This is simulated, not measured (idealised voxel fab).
voxel ribs on slabs: a process module
Section cut is 200 nm wide and gridded with 5 nm square cells.
How to read a cross-section here: the picture is a grid of square cells, written as bands going from the top down, and any band can span one or more rows of cells. In this notation a band is specified by the heights of its top and bottom, in that order and in nm, after which its materials appear from left to right, each paired with its width in nm. The word "everywhere" attached to a single material means that material fills the band from edge to edge; the word "air" stands for empty space. Where do heights start? At 0: under that level the wafer as delivered is made of one material only. And the lowest band has no floor; it just carries on downward, as in "0 -> down". The expression "30->40" gives the width at the extremes of the band, the first number at its top row of cells and the second at its bottom row, with the width changing by equal amounts from each row to the next in between. For the purposes of this document, the phrase "all unchanged" attached to a step denotes that no cell within the cross-section was modified by that step. "Enclosed cavity list" contains a list of empty spaces, each no smaller than 8 cells and without an open way to the top, written in the form width x height at distance with the distance from the left edge and all three in nm. Formally, on a step line, whatever follows the settings is a remark that the simulator itself makes on the step. Steps that use a mask can have "overlay nm" on their line. It says how far the mask sat to the right of where it was meant to be. Negative means to the left.

[The planned process steps are enumerated hereunder]
1 RECEIVE,material Si
2 DIRECTIONAL_DEP,material SiO2,thk nm 20
3 DIRECTIONAL_DEP,material SiN,thk nm 20
4 DIRECTIONAL_DEP,material aC,thk nm 10
5 PATTERN,tone cover,mask id RIB,material resist,width nm 20,thk nm 25,overlay nm 0
6 DIRECTIONAL_ETCH,etch materials aC,depth nm 10
7 STRIP,etch materials resist
8 DIRECTIONAL_ETCH,etch materials SiN,depth nm 10
9 STRIP,etch materials aC
10 DIRECTIONAL_DEP,material aC,thk nm 15
11 PATTERN,tone cover,mask id SLAB,material resist,width nm 50,thk nm 30,overlay nm 0
12 DIRECTIONAL_ETCH,etch materials aC,depth nm 15
13 STRIP,etch materials resist
14 DIRECTIONAL_ETCH,etch materials SiN,depth nm 10
15 STRIP,etch materials aC
16 FILL_DEP,material SiO2,thk nm 30
17 CMP,height nm 60
18 DIRECTIONAL_DEP,material TiN,thk nm 5
19 MASKED_ETCH,tone cover,mask id HEATER,width nm 30,etch materials TiN,depth nm 5,overlay nm 0
20 CONFORMAL_DEP,material SiN,thk nm 5

[Incoming wafer in cross-section (state: after step 1)]
0 -> down = Si everywhere
Enclosed cavity list: none

[Wafer cross-section at module end: first of two, run to plan]
70 -> 65 = air 80 nm | SiN 40 nm | air 80 nm
65 -> 60 = SiN 85 nm | TiN 30 nm | SiN 85 nm
60 -> 40 = SiO2 everywhere
40 -> 30 = SiO2 90 nm | SiN 20 nm | SiO2 90 nm
30 -> 20 = SiO2 75 nm | SiN 50 nm | SiO2 75 nm
20 -> 0 = SiO2 everywhere
0 -> down = Si everywhere
Enclosed cavity list: none

[Here's the second of our two wafers sectioned at module end. Same start as the first, same plan, but one mistake got made running it]
70 -> 65 = air 80 nm | SiN 40 nm | air 80 nm
65 -> 60 = SiN 85 nm | TiN 30 nm | SiN 85 nm
60 -> 50 = SiO2 90 nm | SiN 20 nm | SiO2 90 nm
50 -> 40 = SiO2 75 nm | SiN 50 nm | SiO2 75 nm
40 -> 20 = SiN everywhere
20 -> 0 = SiO2 everywhere
0 -> down = Si everywhere
Enclosed cavity list: none
What was done differently from what was planned? plan step 3 ran twice
Looking at both finished wafers in cells, the second ends up ahead of or behind the first on some materials: +160 SiN; -160 SiO2
